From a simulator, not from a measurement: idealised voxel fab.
process module | voxel ribs on slabs
cross-section cut | 295 nm wide | cells 5 nm
A cross-section is a grid of square cells, given in bands from the top down. A band is one or more rows of cells.
Each band's line starts with the height of the band's top and of its bottom, in nm. Then come its materials from left to right, each with its width in nm. One material with "throughout" fills the band from edge to edge. "air" is empty space.
Height 0 is the level under which the wafer as received is all one material. The lowest band goes on downwards, as in "0 down".
A width such as "30 to 40" changes by the same amount from each row of cells to the next, from the band's top row to its bottom row.
"no change" after a step means that no cell of the cross-section changed.
closed voids: empty space of 8 cells or more with no open way to the top, each as width x height at its distance from the left edge, in nm
after a step's settings: what the simulator itself notes on the step
overlay nm, on a step with a mask: how far to the right of its planned place the mask lay; to the left if negative
plan
1 op RECEIVE | material Si
2 op DIRECTIONAL_DEP | material SiO2 | thk nm 25
3 op DIRECTIONAL_DEP | material SiN | thk nm 25
4 op PATTERN | tone cover | mask id RIB | material resist | width nm 15 | thk nm 15 | overlay nm 0
5 op DIRECTIONAL_ETCH | etch materials SiN | depth nm 5
6 op STRIP | etch materials resist
7 op MASKED_ETCH | tone cover | mask id SLAB | width nm 55 | etch materials SiN | depth nm 20 | overlay nm 0
8 op FILL_DEP | material SiO2 | thk nm 30
9 op CMP | height nm 70
10 op DIRECTIONAL_DEP | material TiN | thk nm 10
11 op MASKED_ETCH | tone cover | mask id HEATER | width nm 25 | etch materials TiN | depth nm 10 | overlay nm 0
12 op CONFORMAL_DEP | material SiO2 | thk nm 5
as received, after step 1
  0 down: Si throughout
  closed voids: none
a wafer at the end: this start, this plan, one mistake
  85 to 75: air 130 | TiN 35 | air 130
  75 to 70: TiN throughout
  70 to 50: SiO2 throughout
  50 to 45: SiO2 140 | SiN 15 | SiO2 140
  45 to 25: SiO2 120 | SiN 55 | SiO2 120
  25 to 0: SiO2 throughout
  0 down: Si throughout
  closed voids: none
what went wrong: step 12 ran as: op CONFORMAL_DEP | material TiN | thk nm 5
